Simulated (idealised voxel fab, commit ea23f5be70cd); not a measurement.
The process module that follows is named voxel transistor to metal.
Each square cell in cross-section cut measures 5 nm, and the section as a whole is 160 nm wide.
Cross-section format: a grid of square cells, given as bands from top to bottom; each band is one or more rows of cells.
Basically the band line says how high the top is and how high the bottom is, in nm, and then what's in it from left to right, every material with its width in nm. Empty space shows up as "empty", and if a single material carries "everywhere" it runs the full band edge to edge.
Convention: height 0 is the level below which the wafer, as received, is all one material. The lowest band does not terminate at the bottom but continues downward, represented as "0..down".
So if you see something like "30 to 40" for the width, read it as the top row of the band sitting at the first number and the bottom row at the second, with every row in between moving by the same amount as the last.
Any step labelled "identical to before" changed none of the cells in the cross-section.
For the entry "Fully sealed voids", the listed items are empty spaces with no open way to the top whose size is 8 cells or more; each item follows the pattern width x height at distance, where distance is from the left edge and all three are in nm.
Anything after a step's settings on that line? It's the simulator's own note about the step.
overlay nm: on a step with a mask, how far right of its planned place the mask lay; negative means left.

## Set out below are the planned steps of the process
| 1 | op RECEIVE | material Si |
| 2 | op CONFORMAL_DEP | material SiO2 | thk nm 5 |
| 3 | op CONFORMAL_DEP | material SiN | thk nm 10 |
| 4 | op PATTERN | tone cover | mask id ACTIVE | material resist | width nm 125 | thk nm 20 | overlay nm 0 |
| 5 | op DIRECTIONAL_ETCH | etch materials SiN | depth nm 10 |
| 6 | op DIRECTIONAL_ETCH | etch materials SiO2 | depth nm 5 |
| 7 | op DIRECTIONAL_ETCH | etch materials Si | depth nm 35 |
| 8 | op STRIP | etch materials resist |
| 9 | op FILL_DEP | material SiO2 | thk nm 15 |
| 10 | op CMP | height nm 15 |
| 11 | op SELECTIVE_ETCH | etch materials SiO2 | depth nm 5 |
| 12 | op STRIP | etch materials SiN |
| 13 | op SELECTIVE_ETCH | etch materials SiO2 | depth nm 5 |
| 14 | op OXIDIZE | depth nm 5 |
| 15 | op DIRECTIONAL_DEP | material polySi | thk nm 20 |
| 16 | op DIRECTIONAL_DEP | material SiCN | thk nm 10 |
| 17 | op PATTERN | tone cover | mask id GATE | material resist | width nm 35 | thk nm 15 | overlay nm 0 |
| 18 | op DIRECTIONAL_ETCH | etch materials SiCN | depth nm 20 |
| 19 | op DIRECTIONAL_ETCH | etch materials polySi | depth nm 30 |
| 20 | op STRIP | etch materials resist |
| 21 | op CONFORMAL_DEP | material SiO2 | thk nm 5 |
| 22 | op DIRECTIONAL_ETCH | etch materials SiO2 | depth nm 5 |
| 23 | op CONFORMAL_DEP | material SiN | thk nm 5 |
| 24 | op DIRECTIONAL_ETCH | etch materials SiN | depth nm 5 |
| 25 | op DIRECTIONAL_ETCH | etch materials SiO2 | depth nm 5 |
| 26 | op DIRECTIONAL_ETCH | etch materials Si | depth nm 5 |
| 27 | op EPI | material SiGe | thk nm 5 |
| 28 | op FILL_DEP | material SiO2 | thk nm 5 |
| 29 | op CMP | height nm 20 |
| 30 | op STRIP | etch materials polySi |
| 31 | op SELECTIVE_ETCH | etch materials SiO2 | depth nm 5 |
| 32 | op CONFORMAL_DEP | material HfO2 | thk nm 5 |
| 33 | op CONFORMAL_DEP | material TiN | thk nm 5 |
| 34 | op FILL_DEP | material W | thk nm 5 |
| 35 | op CMP | height nm 15 |
| 36 | op DIRECTIONAL_DEP | material SiO2 | thk nm 15 |
| 37 | op MASKED_ETCH | tone open | mask id CONTACT | width nm 20 | pitch nm 85 | etch materials SiO2 | depth nm 35 | overlay nm 0 |
| 38 | op CONFORMAL_DEP | material TiN | thk nm 5 |
| 39 | op FILL_DEP | material Ru | thk nm 5 |
| 40 | op CMP | height nm 30 |
| 41 | op CONFORMAL_DEP | material SiN | thk nm 5 |
| 42 | op DIRECTIONAL_DEP | material lowk | thk nm 20 |
| 43 | op PATTERN | tone open | mask id METAL_1 | material resist | width nm 20 | pitch nm 85 | thk nm 20 | overlay nm 0 |
| 44 | op DIRECTIONAL_ETCH | etch materials lowk | depth nm 20 |
| 45 | op DIRECTIONAL_ETCH | etch materials SiN | depth nm 5 |
| 46 | op STRIP | etch materials resist |
| 47 | op CONFORMAL_DEP | material TiN | thk nm 5 |
| 48 | op FILL_DEP | material Ru | thk nm 5 |
| 49 | op CMP | height nm 55 |
| 50 | op CONFORMAL_DEP | material SiCN | thk nm 5 |
| 51 | op DIRECTIONAL_DEP | material SiO2 | thk nm 30 |
| 52 | op PATTERN | tone open | mask id METAL_2_HOLES | material resist | width nm 15 | pitch nm 85 | thk nm 20 | overlay nm 0 |
| 53 | op DIRECTIONAL_ETCH | etch materials SiO2 | depth nm 30 |
| 54 | op STRIP | etch materials resist |
| 55 | op PATTERN | tone open | mask id METAL_2 | material resist | width nm 20 | pitch nm 85 | thk nm 15 | overlay nm 0 |
| 56 | op DIRECTIONAL_ETCH | etch materials SiO2 | depth nm 15 |
| 57 | op DIRECTIONAL_ETCH | etch materials SiCN | depth nm 5 |
| 58 | op STRIP | etch materials resist |
| 59 | op CONFORMAL_DEP | material TiN | thk nm 5 |
| 60 | op FILL_DEP | material Cu | thk nm 10 |
| 61 | op CMP | height nm 90 |
| 62 | op CONFORMAL_DEP | material SiN | thk nm 5 |

## Wafer as received: cross-section following step 1
* 0..down | Si everywhere
* Fully sealed voids: none

## Cross-section at module end, one run error; start and plan unchanged from above
* 95..90 | SiN everywhere
* 90..80 | Cu=35  TiN=5  SiO2=5  TiN=5  Cu=70  TiN=5  SiO2=5  TiN=5  Cu=25
* 80..75 | TiN=30  Cu=5  TiN=5  SiO2=5  TiN=70  Cu=5  TiN=5  SiO2=5  TiN=30
* 75..65 | SiO2=25  TiN=5  Cu=5  TiN=5  SiO2=70  TiN=5  Cu=5  TiN=5  SiO2=35
* 65..60 | SiO2=25  TiN=15  SiO2=70  TiN=15  SiO2=35
* 60..55 | SiCN everywhere
* 55..35 | lowk=25  TiN=5  Ru=10  TiN=5  lowk=65  TiN=5  Ru=10  TiN=5  lowk=30
* 35..30 | SiN=25  TiN=20  SiN=65  TiN=20  SiN=30
* 30..15 | SiO2=25  TiN=5  Ru=10  TiN=5  SiO2=65  TiN=5  Ru=10  TiN=5  SiO2=30
* 15..5 | SiO2=25  TiN=5  Ru=10  TiN=5  SiO2=5  SiN=5  HfO2=5  TiN=5  W=25  TiN=5  HfO2=5  SiN=5  SiO2=5  TiN=5  Ru=10  TiN=5  SiO2=30
* 5..0 | SiO2=15  SiN=5  SiO2=5  TiN=5  Ru=10  TiN=5  SiO2=5  SiN=5  HfO2=5  TiN=35  HfO2=5  SiN=5  SiO2=5  TiN=5  Ru=10  TiN=5  SiO2=5  SiN=5  SiO2=20
* 0..-5 | SiO2=20  SiGe=5  TiN=20  SiGe=5  SiO2=5  HfO2=45  SiO2=5  SiGe=5  TiN=20  SiGe=5  SiO2=25
* -5..-10 | SiO2=15  Si=5  SiGe=30  Si=55  SiGe=30  Si=5  SiO2=20
* -10..-35 | SiO2=15  Si=125  SiO2=20
* -35..down | Si everywhere
* Fully sealed voids: none
What went wrong in running the wafer? it should be noted that step 55 was executed with settings other than those planned, the operation and settings actually applied being op PATTERN | tone cover | mask id METAL_2 | material resist | width nm 20 | pitch nm 85 | thk nm 15 | overlay nm 0
